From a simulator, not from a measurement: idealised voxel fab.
The process module presented herein is designated voxel gate over fins.
Shown is cross-section cut, with a width of 145 nm and square cells of size 5 nm.
Cross-section, as written here: a square-cell grid given band by band from the top down, where a band holds one or more rows of cells.
Basically the band line says how high the top is and how high the bottom is, in nm, and then what's in it from left to right, every material with its width in nm. Empty space shows up as "empty", and if a single material carries "full width" it runs the full band edge to edge.
Height reference: 0 = level under which incoming wafer is all one material. Lowest band: no bottom, runs on downward, e.g. "0..down".
A width given as "30..40" starts at the first number in the band's top row and ends at the second number in its bottom row, shifting by an equal amount at every step from row to row.
When a step is marked "no alteration", none of the cells in the cross-section changed during that step.
"Sealed void list" specifies each empty space that is not open to the top and that occupies no fewer than 8 cells, using the form width x height at distance, the distance measured from the left edge and all three quantities in nm.
Formally, on a step line, whatever follows the settings is a remark that the simulator itself makes on the step.
overlay nm: how far to the right of its planned place the mask lay on this masked step (negative: to the left).

[The following list gives the planned process steps]
1: RECEIVE | material Si
2: CONFORMAL_DEP | material SiN | thk nm 5
3: PATTERN | tone cover | mask id FINS | material resist | width nm 15 | pitch nm 35 | thk nm 20 | overlay nm 0
4: DIRECTIONAL_ETCH | etch materials SiN | depth nm 5
5: DIRECTIONAL_ETCH | etch materials Si | depth nm 30
6: STRIP | etch materials resist
7: OXIDIZE | depth nm 5
8: FILL_DEP | material SiO2 | thk nm 15
9: CMP | height nm 5
10: SELECTIVE_ETCH | etch materials SiO2 | depth nm 15
11: STRIP | etch materials SiN
12: CONFORMAL_DEP | material HfO2 | thk nm 5
13: CONFORMAL_DEP | material TiN | thk nm 5
14: FILL_DEP | material W | thk nm 15
15: CMP | height nm 20
16: CONFORMAL_DEP | material SiN | thk nm 5

[as received, after step 1]
* 0..down = Si full width
* Sealed void list: none

[Final cross-section, module run with one mistake (start and plan as above)]
* 25..20 = SiN full width
* 20..10 = W full width
* 10..5 = 35 TiN  5 W  30 TiN  5 W  30 TiN  5 W  35 TiN
* 5..0 = 30 HfO2  5 TiN  5 W  5 TiN  20 HfO2  5 TiN  5 W  5 TiN  20 HfO2  5 TiN  5 W  5 TiN  30 HfO2
* 0..-5 = 25 Si  5 HfO2  15 TiN  5 HfO2  10 Si  5 HfO2  15 TiN  5 HfO2  10 Si  5 HfO2  15 TiN  5 HfO2  25 Si
* -5..-10 = 25 Si  25 HfO2  10 Si  25 HfO2  10 Si  25 HfO2  25 Si
* -10..-35 = 25 Si  25 SiO2  10 Si  25 SiO2  10 Si  25 SiO2  25 Si
* -35..down = Si full width
* Sealed void list: none
what went wrong: step 3 ran with different settings than intended, the actual operation and settings being PATTERN | tone open | mask id FINS | material resist | width nm 15 | pitch nm 35 | thk nm 20 | overlay nm 0
